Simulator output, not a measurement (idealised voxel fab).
The following process module bears the name voxel ribs on slabs.
Pictured: cross-section cut, 190 nm wide, on a grid of 5 nm square cells.
This document writes a cross-section as a grid whose cells are square, and gives it as bands, listed from the top down; one or more rows of cells form a band. Top height, bottom height, nm. Materials left to right, width each, nm. Single material + "everywhere" = fills band edge to edge. "air" = empty. We count height from 0. Below that, the starting wafer is all one material. The lowest band never ends at the bottom but goes on down; see "0 nm and below" for how that is written. Width "30->40": first value at the band's top row of cells, second value at its bottom row, equal change from row to row. "stayed the same", as given for a step, is the statement that not any cell of the cross-section underwent a change during that step. Empty spaces without an open route to the top, at least 8 cells in extent, make up the entry "Sealed internal voids"; each is given as width x height at distance, where the distance is measured from the left edge, and all are in nm. Note: text after step settings on the step line = simulator remark on that step. "overlay nm" answers the question of how far to the right of plan the mask lay on a step that has a mask, and when it is negative the answer is to the left.
INTENDED PROCESS STEPS
1. RECEIVE,material Si
2. DIRECTIONAL_DEP,material SiO2,thk nm 30
3. DIRECTIONAL_DEP,material polySi,thk nm 20
4. DIRECTIONAL_DEP,material aC,thk nm 10
5. PATTERN,tone cover,mask id RIB,material resist,width nm 20,thk nm 30,overlay nm 0
6. DIRECTIONAL_ETCH,etch materials aC,depth nm 10
7. STRIP,etch materials resist
8. DIRECTIONAL_ETCH,etch materials polySi,depth nm 5
9. STRIP,etch materials aC
10. DIRECTIONAL_DEP,material aC,thk nm 10
11. PATTERN,tone cover,mask id SLAB,material resist,width nm 80,thk nm 25,overlay nm 0
12. DIRECTIONAL_ETCH,etch materials aC,depth nm 10
13. STRIP,etch materials resist
14. DIRECTIONAL_ETCH,etch materials polySi,depth nm 15
15. STRIP,etch materials aC
16. FILL_DEP,material SiO2,thk nm 30
17. CMP,height nm 70
18. DIRECTIONAL_DEP,material TiN,thk nm 5
19. PATTERN,tone cover,mask id HEATER,material resist,width nm 40,thk nm 20,overlay nm 0
20. DIRECTIONAL_ETCH,etch materials TiN,depth nm 5
21. STRIP,etch materials resist
22. CONFORMAL_DEP,material SiO2,thk nm 10
The plan's step 5 width nm is the first wafer's value; the wafers differ in this setting and start identical.
CROSS-SECTION OF THE FIRST OF SEVERAL RECEIVED WAFERS, SHOWING ITS STATE AFTER STEP 1
- 0 nm and below = Si everywhere
- Sealed internal voids: none
CROSS-SECTION AFTER STEP 22, THE FINAL STEP OF THE MODULE, FOR THE FIRST OF SEVERAL WAFERS
- 85 nm to 80 nm = air: 65  SiO2: 60  air: 65
- 80 nm to 75 nm = SiO2 everywhere
- 75 nm to 70 nm = SiO2: 75  TiN: 40  SiO2: 75
- 70 nm to 50 nm = SiO2 everywhere
- 50 nm to 45 nm = SiO2: 85  polySi: 20  SiO2: 85
- 45 nm to 30 nm = SiO2: 55  polySi: 80  SiO2: 55
- 30 nm to 0 nm = SiO2 everywhere
- 0 nm and below = Si everywhere
- Sealed internal voids: none
THE LAST WAFER AS SEEN IN CROSS-SECTION AT THE END OF THE MODULE
- 85 nm to 80 nm = air: 65  SiO2: 60  air: 65
- 80 nm to 75 nm = SiO2 everywhere
- 75 nm to 70 nm = SiO2: 75  TiN: 40  SiO2: 75
- 70 nm to 50 nm = SiO2 everywhere
- 50 nm to 45 nm = SiO2: 75  polySi: 45  SiO2: 70
- 45 nm to 30 nm = SiO2: 55  polySi: 80  SiO2: 55
- 30 nm to 0 nm = SiO2 everywhere
- 0 nm and below = Si everywhere
- Sealed internal voids: none
THE TABLE BELOW HAS ONE ROW FOR EACH WAFER; A ROW SHOWS, AS OF THE END OF THE MODULE, HOW MANY CELLS OF EACH MATERIAL THE WAFER HAS GAINED, MARKED (+), OR LOST, MARKED (-), SINCE IT WAS RECEIVED, AND THEN THE WAFER'S CLOSED VOIDS
width nm 20, +560 SiO2, +8 TiN, +52 polySi, Sealed internal voids: none
width nm 25, +559 SiO2, +8 TiN, +53 polySi, Sealed internal voids: none
width nm 30, +558 SiO2, +8 TiN, +54 polySi, Sealed internal voids: none
width nm 35, +557 SiO2, +8 TiN, +55 polySi, Sealed internal voids: none
width nm 40, +556 SiO2, +8 TiN, +56 polySi, Sealed internal voids: none
width nm 45, +555 SiO2, +8 TiN, +57 polySi, Sealed internal voids: none
